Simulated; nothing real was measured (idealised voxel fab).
process module | voxel gate over fins
cross-section cut | 295 nm wide | cells 5 nm
A cross-section is a grid of square cells, given in bands from the top down. A band is one or more rows of cells.
Each band's line starts with the height of the band's top and of its bottom, in nm. Then come its materials from left to right, each with its width in nm. One material with "throughout" fills the band from edge to edge. "air" is empty space.
Height 0 is the level under which the wafer as received is all one material. The lowest band goes on downwards, as in "0 down".
A width such as "30 to 40" changes by the same amount from each row of cells to the next, from the band's top row to its bottom row.
"no change" after a step means that no cell of the cross-section changed.
closed voids: empty space of 8 cells or more with no open way to the top, each as width x height at its distance from the left edge, in nm
after a step's settings: what the simulator itself notes on the step
overlay nm, on a step with a mask: how far to the right of its planned place the mask lay; to the left if negative
plan
1 op RECEIVE | material Si
2 op CONFORMAL_DEP | material SiN | thk nm 10
3 op MASKED_ETCH | tone cover | mask id FINS | width nm 15 | pitch nm 55 | etch materials SiN | depth nm 10 | overlay nm 0
4 op MASKED_ETCH | tone cover | mask id FINS | width nm 15 | pitch nm 55 | etch materials Si | depth nm 30 | overlay nm 0
5 op OXIDIZE | depth nm 5
6 op FILL_DEP | material SiO2 | thk nm 5
7 op CMP | height nm 10
8 op MASKED_ETCH | tone open | mask id RAIL | width nm 15 | etch materials SiO2 | depth nm 35 | overlay nm 0
9 op CONFORMAL_DEP | material TiN | thk nm 5
10 op FILL_DEP | material W | thk nm 10
11 op CMP | height nm 10
12 op SELECTIVE_ETCH | etch materials W Ru TiN | depth nm 30
13 op FILL_DEP | material SiO2 | thk nm 5
14 op CMP | height nm 10
15 op SELECTIVE_ETCH | etch materials SiO2 | depth nm 25
16 op STRIP | etch materials SiN
17 op CONFORMAL_DEP | material HfO2 | thk nm 5
18 op CONFORMAL_DEP | material TiN | thk nm 5
19 op FILL_DEP | material W | thk nm 10
20 op CMP | height nm 15
21 op CONFORMAL_DEP | material SiN | thk nm 5
as received, after step 1
  0 down: Si throughout
  closed voids: none
first wafer at the end, as planned
  20 to 15: SiN throughout
  15 to 10: W throughout
  10 to 5: W 105 | TiN 25 | W 30 | TiN 25 | W 110
  5 to 0: W 105 | TiN 5 | HfO2 15 | TiN 5 | W 30 | TiN 5 | HfO2 15 | TiN 5 | W 110
  0 to -5: W 105 | TiN 5 | HfO2 5 | Si 5 | HfO2 5 | TiN 5 | W 30 | TiN 5 | HfO2 5 | Si 5 | HfO2 5 | TiN 5 | W 110
  -5 to -10: TiN 110 | HfO2 5 | Si 5 | HfO2 5 | TiN 40 | HfO2 5 | Si 5 | HfO2 5 | TiN 115
  -10 to -15: HfO2 115 | Si 5 | HfO2 50 | Si 5 | HfO2 120
  -15 to -20: SiO2 115 | Si 5 | SiO2 50 | Si 5 | SiO2 120
  -20 to -25: SiO2 115 | Si 5 | SiO2 15 | TiN 15 | SiO2 20 | Si 5 | SiO2 120
  -25 to -35: SiO2 115 | Si 5 | SiO2 50 | Si 5 | SiO2 120
  -35 down: Si throughout
  closed voids: none
second wafer at the end: like start, like plan, one mistake
  20 to 15: SiN throughout
  15 to 10: W 125 | TiN 5 | HfO2 25 | TiN 5 | W 135
  10 to 5: W 105 | TiN 25 | HfO2 5 | TiN 5 | HfO2 5 | TiN 5 | HfO2 5 | TiN 30 | W 110
  5 to 0: W 105 | TiN 5 | HfO2 15 | TiN 5 | HfO2 5 | TiN 5 | HfO2 5 | TiN 5 | HfO2 5 | TiN 10 | HfO2 15 | TiN 5 | W 110
  0 to -5: W 105 | TiN 5 | HfO2 5 | Si 5 | HfO2 5 | TiN 5 | HfO2 5 | TiN 5 | HfO2 5 | TiN 5 | HfO2 5 | TiN 10 | HfO2 5 | Si 5 | HfO2 5 | TiN 5 | W 110
  -5 to -10: TiN 110 | HfO2 5 | Si 5 | HfO2 5 | TiN 5 | HfO2 5 | TiN 5 | HfO2 5 | TiN 5 | HfO2 5 | TiN 10 | HfO2 5 | Si 5 | HfO2 5 | TiN 115
  -10 to -15: HfO2 115 | Si 5 | HfO2 15 | TiN 5 | HfO2 5 | TiN 5 | HfO2 20 | Si 5 | HfO2 120
  -15 to -20: SiO2 115 | Si 5 | SiO2 15 | TiN 5 | SiO2 5 | TiN 5 | SiO2 20 | Si 5 | SiO2 120
  -20 to -25: SiO2 115 | Si 5 | SiO2 15 | TiN 15 | SiO2 20 | Si 5 | SiO2 120
  -25 to -35: SiO2 115 | Si 5 | SiO2 50 | Si 5 | SiO2 120
  -35 down: Si throughout
  closed voids: none
what went wrong: step 12 ran as: op SELECTIVE_ETCH | etch materials W | depth nm 30
at the end the second wafer has, in cells: 15 more of HfO2 | 2 fewer of SiO2 | 12 more of TiN | 25 fewer of W
